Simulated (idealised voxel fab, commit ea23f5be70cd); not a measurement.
Proc. module: voxel gate over fins
Shown is cross-section cut, with a width of 255 nm and square cells of size 5 nm.
A cross-section in this document is a grid of square cells, and it is written down as bands, the top band listed before the ones below it; a band is made up of one or more rows of cells. Each band's line starts with the height of the band's top and of its bottom, in nm. Then come its materials from left to right, each with its width in nm. One material with "full width" fills the band from edge to edge. "air" is empty space. Ref level 0: as-received wafer is one material below here. Bottom band extends down with no lower bound ("z 0 and below"). Width "30 to 40": first value at the band's top row of cells, second value at its bottom row, equal change from row to row. Given "remains unaltered" for a step, no cell of the cross-section differs between before and after that step. For the entry "Sealed void inventory", the listed items are empty spaces with no open way to the top whose size is 8 cells or more; each item follows the pattern width x height at distance, where distance is from the left edge and all three are in nm. Past the settings on a step's line: simulator remark, on that step. Each step line may optionally specify "overlay nm", which for a step with a mask gives the rightward distance between the mask's planned place and where it lay, a negative value indicating the leftward direction.
Process steps (planned):
1: op RECEIVE | material Si
2: op CONFORMAL_DEP | material SiN | thk nm 5
3: op PATTERN | tone cover | mask id FINS | material resist | width nm 15 | pitch nm 35 | thk nm 20 | overlay nm 0
4: op DIRECTIONAL_ETCH | etch materials SiN | depth nm 5
5: op DIRECTIONAL_ETCH | etch materials Si | depth nm 40
6: op STRIP | etch materials resist
7: op OXIDIZE | depth nm 5
8: op FILL_DEP | material SiO2 | thk nm 10
9: op CMP | height nm 5
10: op SELECTIVE_ETCH | etch materials SiO2 | depth nm 15
11: op STRIP | etch materials SiN
12: op CONFORMAL_DEP | material HfO2 | thk nm 5
13: op CONFORMAL_DEP | material TiN | thk nm 5
14: op CONFORMAL_DEP | material TiAl | thk nm 5
15: op CONFORMAL_DEP | material TiN | thk nm 5
16: op FILL_DEP | material W | thk nm 15
17: op CMP | height nm 30
18: op CONFORMAL_DEP | material SiCN | thk nm 10
as received, after step 1:
> z 0 and below | Si full width
> Sealed void inventory: none
First of two wafers at the end of the module, shown in cross-section; run carried out as planned:
> z 40 to 30 | SiCN full width
> z 30 to 20 | W full width
> z 20 to 15 | 50 nm W / 150 nm TiN / 55 nm W
> z 15 to 10 | 50 nm W / 5 nm TiN / 140 nm TiAl / 5 nm TiN / 55 nm W
> z 10 to 5 | 55 nm TiN / 5 nm TiAl / 25 nm TiN / 10 nm TiAl / 25 nm TiN / 10 nm TiAl / 25 nm TiN / 10 nm TiAl / 25 nm TiN / 5 nm TiAl / 60 nm TiN
> z 5 to 0 | 60 nm TiAl / 5 nm TiN / 15 nm HfO2 / 5 nm TiN / 10 nm TiAl / 5 nm TiN / 15 nm HfO2 / 5 nm TiN / 10 nm TiAl / 5 nm TiN / 15 nm HfO2 / 5 nm TiN / 10 nm TiAl / 5 nm TiN / 15 nm HfO2 / 5 nm TiN / 65 nm TiAl
> z 0 to -5 | 65 nm TiN / 5 nm HfO2 / 5 nm Si / 5 nm HfO2 / 20 nm TiN / 5 nm HfO2 / 5 nm Si / 5 nm HfO2 / 20 nm TiN / 5 nm HfO2 / 5 nm Si / 5 nm HfO2 / 20 nm TiN / 5 nm HfO2 / 5 nm Si / 5 nm HfO2 / 70 nm TiN
> z -5 to -10 | 70 nm HfO2 / 5 nm Si / 30 nm HfO2 / 5 nm Si / 30 nm HfO2 / 5 nm Si / 30 nm HfO2 / 5 nm Si / 75 nm HfO2
> z -10 to -45 | 70 nm SiO2 / 5 nm Si / 30 nm SiO2 / 5 nm Si / 30 nm SiO2 / 5 nm Si / 30 nm SiO2 / 5 nm Si / 75 nm SiO2
> z -45 and below | Si full width
> Sealed void inventory: none
Cross-section, wafer two of two, end of module: same start and plan as wafer one, one error in execution:
> z 40 to 30 | SiCN full width
> z 30 to 20 | W full width
> z 20 to 15 | 50 nm W / 150 nm TiN / 55 nm W
> z 15 to 10 | 50 nm W / 5 nm TiN / 140 nm TiAl / 5 nm TiN / 55 nm W
> z 10 to 5 | 50 nm W / 5 nm TiN / 5 nm TiAl / 25 nm TiN / 10 nm TiAl / 25 nm TiN / 10 nm TiAl / 25 nm TiN / 10 nm TiAl / 25 nm TiN / 5 nm TiAl / 5 nm TiN / 55 nm W
> z 5 to 0 | 50 nm W / 5 nm TiN / 5 nm TiAl / 5 nm TiN / 15 nm HfO2 / 5 nm TiN / 10 nm TiAl / 5 nm TiN / 15 nm HfO2 / 5 nm TiN / 10 nm TiAl / 5 nm TiN / 15 nm HfO2 / 5 nm TiN / 10 nm TiAl / 5 nm TiN / 15 nm HfO2 / 5 nm TiN / 5 nm TiAl / 5 nm TiN / 55 nm W
> z 0 to -5 | 50 nm W / 5 nm TiN / 5 nm TiAl / 5 nm TiN / 5 nm HfO2 / 5 nm Si / 5 nm HfO2 / 5 nm TiN / 10 nm TiAl / 5 nm TiN / 5 nm HfO2 / 5 nm Si / 5 nm HfO2 / 5 nm TiN / 10 nm TiAl / 5 nm TiN / 5 nm HfO2 / 5 nm Si / 5 nm HfO2 / 5 nm TiN / 10 nm TiAl / 5 nm TiN / 5 nm HfO2 / 5 nm Si / 5 nm HfO2 / 5 nm TiN / 5 nm TiAl / 5 nm TiN / 55 nm W
> z -5 to -10 | 55 nm TiN / 5 nm TiAl / 5 nm TiN / 5 nm HfO2 / 5 nm Si / 5 nm HfO2 / 5 nm TiN / 10 nm TiAl / 5 nm TiN / 5 nm HfO2 / 5 nm Si / 5 nm HfO2 / 5 nm TiN / 10 nm TiAl / 5 nm TiN / 5 nm HfO2 / 5 nm Si / 5 nm HfO2 / 5 nm TiN / 10 nm TiAl / 5 nm TiN / 5 nm HfO2 / 5 nm Si / 5 nm HfO2 / 5 nm TiN / 5 nm TiAl / 60 nm TiN
> z -10 to -15 | 60 nm TiAl / 5 nm TiN / 5 nm HfO2 / 5 nm Si / 5 nm HfO2 / 5 nm TiN / 10 nm TiAl / 5 nm TiN / 5 nm HfO2 / 5 nm Si / 5 nm HfO2 / 5 nm TiN / 10 nm TiAl / 5 nm TiN / 5 nm HfO2 / 5 nm Si / 5 nm HfO2 / 5 nm TiN / 10 nm TiAl / 5 nm TiN / 5 nm HfO2 / 5 nm Si / 5 nm HfO2 / 5 nm TiN / 65 nm TiAl
> z -15 to -20 | 65 nm TiN / 5 nm HfO2 / 5 nm Si / 5 nm HfO2 / 20 nm TiN / 5 nm HfO2 / 5 nm Si / 5 nm HfO2 / 20 nm TiN / 5 nm HfO2 / 5 nm Si / 5 nm HfO2 / 20 nm TiN / 5 nm HfO2 / 5 nm Si / 5 nm HfO2 / 70 nm TiN
> z -20 to -25 | 70 nm HfO2 / 5 nm Si / 30 nm HfO2 / 5 nm Si / 30 nm HfO2 / 5 nm Si / 30 nm HfO2 / 5 nm Si / 75 nm HfO2
> z -25 to -45 | 70 nm SiO2 / 5 nm Si / 30 nm SiO2 / 5 nm Si / 30 nm SiO2 / 5 nm Si / 30 nm SiO2 / 5 nm Si / 75 nm SiO2
> z -45 and below | Si full width
> Sealed void inventory: none
Finding, execution versus plan: twice over, step 10 of the plan was run
Counted in cells at the end, the second wafer holds more or fewer of these materials than the first: 24 more of HfO2, 141 fewer of SiO2, 24 more of TiAl, 30 more of TiN, 63 more of W
